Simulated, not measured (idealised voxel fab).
Name of the process module below: voxel wiring stack
The cross-section shown here is cut; it is 210 nm wide and divided into square cells measuring 5 nm on a side.
Reading order for cross-sections: top band down to bottom band. Underlying form: a grid of square cells. Band size: one or more rows of cells.
First you get the band's top height and its bottom height, in nm, and then the materials it's made of, left to right, with each width in nm. If you see a single material with "full width", that one covers the band edge to edge. "blank" is empty space.
Heights are reckoned from 0. Under this level, the received wafer is all of one material. The bottommost band is open-ended downward, for example "0..down".
The two numbers in a width such as "30 to 40" mark its ends across the band: the first belongs to the top row of cells, the second to the bottom row, and from each row to the next the width moves by the same amount.
Take "no modification" at face value: in the step it is given for, the cross-section changed in none of its cells.
Look at "Enclosed cavity list" for the closed voids: empty spaces with no open path to the top, sized 8 cells or up. Each is width x height at distance, distance from the left edge, all nm.
Note: text after step settings on the step line = simulator remark on that step.
overlay nm: for a step with a mask, the amount by which the mask lay right of where it was planned; a negative amount means left of it.

Set out below are the planned steps of the process:
1. RECEIVE,material Si
2. CONFORMAL_DEP,material SiO2,thk nm 10
3. DIRECTIONAL_DEP,material TiN,thk nm 5
4. DIRECTIONAL_DEP,material W,thk nm 15
5. PATTERN,tone cover,mask id METAL_1,material resist,width nm 30,pitch nm 60,thk nm 15,overlay nm 0
6. DIRECTIONAL_ETCH,etch materials W,depth nm 15
7. DIRECTIONAL_ETCH,etch materials TiN,depth nm 5
8. STRIP,etch materials resist
9. FILL_DEP,material SiO2,thk nm 5
10. CMP,height nm 30
11. CONFORMAL_DEP,material SiCN,thk nm 5
12. DIRECTIONAL_DEP,material SiO2,thk nm 10
13. DIRECTIONAL_DEP,material aC,thk nm 10
14. PATTERN,tone open,mask id PLUG_1,material resist,width nm 15,pitch nm 60,thk nm 25,overlay nm 0
15. DIRECTIONAL_ETCH,etch materials aC,depth nm 10
16. STRIP,etch materials resist
17. DIRECTIONAL_ETCH,etch materials SiO2,depth nm 10
18. DIRECTIONAL_ETCH,etch materials SiCN,depth nm 5
19. STRIP,etch materials aC
20. EPI,material Ru,thk nm 10
21. EPI,material Ru,thk nm 5
22. CONFORMAL_DEP,material SiN,thk nm 5
23. DIRECTIONAL_DEP,material SiO2,thk nm 15
24. DIRECTIONAL_DEP,material aC,thk nm 15
25. PATTERN,tone open,mask id METAL_2,material resist,width nm 30,pitch nm 60,thk nm 30,overlay nm 0
26. DIRECTIONAL_ETCH,etch materials aC,depth nm 15
27. STRIP,etch materials resist
28. DIRECTIONAL_ETCH,etch materials SiO2,depth nm 15
29. DIRECTIONAL_ETCH,etch materials SiN,depth nm 5
30. STRIP,etch materials aC
31. CONFORMAL_DEP,material TiN,thk nm 5
32. FILL_DEP,material W,thk nm 10
33. CMP,height nm 65
34. CONFORMAL_DEP,material SiCN,thk nm 5
35. DIRECTIONAL_DEP,material lowk,thk nm 15
36. DIRECTIONAL_DEP,material aC,thk nm 10
37. PATTERN,tone open,mask id PLUG_2,material resist,width nm 15,pitch nm 60,thk nm 25,overlay nm 0
38. DIRECTIONAL_ETCH,etch materials aC,depth nm 10
39. STRIP,etch materials resist
40. DIRECTIONAL_ETCH,etch materials lowk,depth nm 15
41. DIRECTIONAL_ETCH,etch materials SiCN,depth nm 5
42. STRIP,etch materials aC
43. EPI,material Ru,thk nm 10
44. EPI,material Ru,thk nm 10
45. DIRECTIONAL_DEP,material TiN,thk nm 5
46. DIRECTIONAL_DEP,material Ru,thk nm 15
47. DIRECTIONAL_DEP,material aC,thk nm 10
48. PATTERN,tone cover,mask id METAL_3,material resist,width nm 30,pitch nm 60,thk nm 25,overlay nm 0
49. DIRECTIONAL_ETCH,etch materials aC,depth nm 10
50. STRIP,etch materials resist
51. DIRECTIONAL_ETCH,etch materials Ru,depth nm 15
52. DIRECTIONAL_ETCH,etch materials TiN,depth nm 5
53. STRIP,etch materials aC
54. FILL_DEP,material lowk,thk nm 5
55. CMP,height nm 105
56. CONFORMAL_DEP,material SiCN,thk nm 5
57. DIRECTIONAL_DEP,material SiO2,thk nm 20
58. MASKED_ETCH,tone open,mask id PLUG_3,width nm 15,pitch nm 120,etch materials SiO2,depth nm 20,overlay nm 0
59. MASKED_ETCH,tone open,mask id PLUG_3,width nm 15,pitch nm 120,etch materials SiCN,depth nm 5,overlay nm 0
60. CONFORMAL_DEP,material TiN,thk nm 5
61. FILL_DEP,material Cu,thk nm 5
62. CMP,height nm 130
63. DIRECTIONAL_DEP,material TiN,thk nm 5
64. DIRECTIONAL_DEP,material W,thk nm 15
65. PATTERN,tone cover,mask id METAL_4,material resist,width nm 30,pitch nm 60,thk nm 15,overlay nm 0
66. DIRECTIONAL_ETCH,etch materials W,depth nm 15
67. DIRECTIONAL_ETCH,etch materials TiN,depth nm 5
68. STRIP,etch materials resist
69. FILL_DEP,material lowk,thk nm 10
70. CMP,height nm 150
71. CONFORMAL_DEP,material SiCN,thk nm 5

Wafer cross-section on receipt, i.e. after step 1:
    0..down | Si full width
    Enclosed cavity list: none

Looking at the first of two wafers in cross-section at end of module - ran to plan:
    155..150 | SiCN full width
    150..135 | 30 of lowk, 30 of W, 30 of lowk, 30 of W, 30 of lowk, 30 of W, 30 of lowk
    135..130 | 30 of lowk, 30 of TiN, 30 of lowk, 30 of TiN, 30 of lowk, 30 of TiN, 30 of lowk
    130..110 | 30 of SiO2, 5 of TiN, 5 of Cu, 5 of TiN, 105 of SiO2, 5 of TiN, 5 of Cu, 5 of TiN, 45 of SiO2
    110..105 | 30 of SiCN, 15 of TiN, 105 of SiCN, 15 of TiN, 45 of SiCN
    105..90 | 30 of lowk, 30 of Ru, 30 of lowk, 30 of Ru, 30 of lowk, 30 of Ru, 30 of lowk
    90..85 | 30 of lowk, 30 of TiN, 30 of lowk, 30 of TiN, 30 of lowk, 30 of TiN, 30 of lowk
    85..70 | 30 of lowk, 15 of Ru, 45 of lowk, 15 of Ru, 45 of lowk, 15 of Ru, 45 of lowk
    70..65 | 30 of SiCN, 15 of Ru, 45 of SiCN, 15 of Ru, 45 of SiCN, 15 of Ru, 45 of SiCN
    65..50 | 30 of SiO2, 5 of TiN, 20 of W, 5 of TiN, 30 of SiO2, 5 of TiN, 20 of W, 5 of TiN, 30 of SiO2, 5 of TiN, 20 of W, 5 of TiN, 30 of SiO2
    50..45 | 30 of SiN, 30 of TiN, 30 of SiN, 30 of TiN, 30 of SiN, 30 of TiN, 30 of SiN
    45..35 | 30 of SiO2, 15 of Ru, 45 of SiO2, 15 of Ru, 45 of SiO2, 15 of Ru, 45 of SiO2
    35..30 | 30 of SiCN, 15 of Ru, 45 of SiCN, 15 of Ru, 45 of SiCN, 15 of Ru, 45 of SiCN
    30..15 | 30 of SiO2, 30 of W, 30 of SiO2, 30 of W, 30 of SiO2, 30 of W, 30 of SiO2
    15..10 | 30 of SiO2, 30 of TiN, 30 of SiO2, 30 of TiN, 30 of SiO2, 30 of TiN, 30 of SiO2
    10..0 | SiO2 full width
    0..down | Si full width
    Enclosed cavity list: none

Cross-section of the latter of the two wafers at module completion. It had an identical start and an identical plan to the former; in running it, one mistake was made:
    155..150 | SiCN full width
    150..135 | 30 of lowk, 30 of W, 30 of lowk, 30 of W, 30 of lowk, 30 of W, 30 of lowk
    135..130 | 30 of lowk, 30 of TiN, 30 of lowk, 30 of TiN, 30 of lowk, 30 of TiN, 30 of lowk
    130..110 | 30 of SiO2, 5 of TiN, 5 of Cu, 5 of TiN, 105 of SiO2, 5 of TiN, 5 of Cu, 5 of TiN, 45 of SiO2
    110..105 | 30 of SiCN, 15 of TiN, 105 of SiCN, 15 of TiN, 45 of SiCN
    105..90 | 30 of lowk, 30 of Ru, 30 of lowk, 30 of Ru, 30 of lowk, 30 of Ru, 30 of lowk
    90..85 | 30 of lowk, 30 of TiN, 30 of lowk, 30 of TiN, 30 of lowk, 30 of TiN, 30 of lowk
    85..70 | 30 of lowk, 15 of Ru, 45 of lowk, 15 of Ru, 45 of lowk, 15 of Ru, 45 of lowk
    70..65 | 30 of SiCN, 15 of Ru, 45 of SiCN, 15 of Ru, 45 of SiCN, 15 of Ru, 45 of SiCN
    65..50 | 30 of SiO2, 5 of TiN, 20 of W, 5 of TiN, 30 of SiO2, 5 of TiN, 20 of W, 5 of TiN, 30 of SiO2, 5 of TiN, 20 of W, 5 of TiN, 30 of SiO2
    50..45 | 30 of SiN, 30 of TiN, 30 of SiN, 30 of TiN, 30 of SiN, 30 of TiN, 30 of SiN
    45..35 | 30 of SiO2, 5 of SiN, 5 of TiN, 5 of SiN, 45 of SiO2, 5 of SiN, 5 of TiN, 5 of SiN, 45 of SiO2, 5 of SiN, 5 of TiN, 5 of SiN, 45 of SiO2
    35..30 | 30 of SiCN, 5 of SiN, 5 of TiN, 5 of SiN, 45 of SiCN, 5 of SiN, 5 of TiN, 5 of SiN, 45 of SiCN, 5 of SiN, 5 of TiN, 5 of SiN, 45 of SiCN
    30..15 | 30 of W, 30 of SiO2, 30 of W, 30 of SiO2, 30 of W, 30 of SiO2, 30 of W
    15..10 | 30 of TiN, 30 of SiO2, 30 of TiN, 30 of SiO2, 30 of TiN, 30 of SiO2, 30 of TiN
    10..0 | SiO2 full width
    0..down | Si full width
    Enclosed cavity list: none
What was done differently from what was planned? step 5 ran differently from the plan; actual operation with settings: PATTERN,tone open,mask id METAL_1,material resist,width nm 30,pitch nm 60,thk nm 15,overlay nm 0
Wafer comparison, final, in cells, second relative to first, materials more or fewer: Ru: 27 fewer, SiN: 18 more, SiO2: 24 fewer, TiN: 15 more, W: 18 more
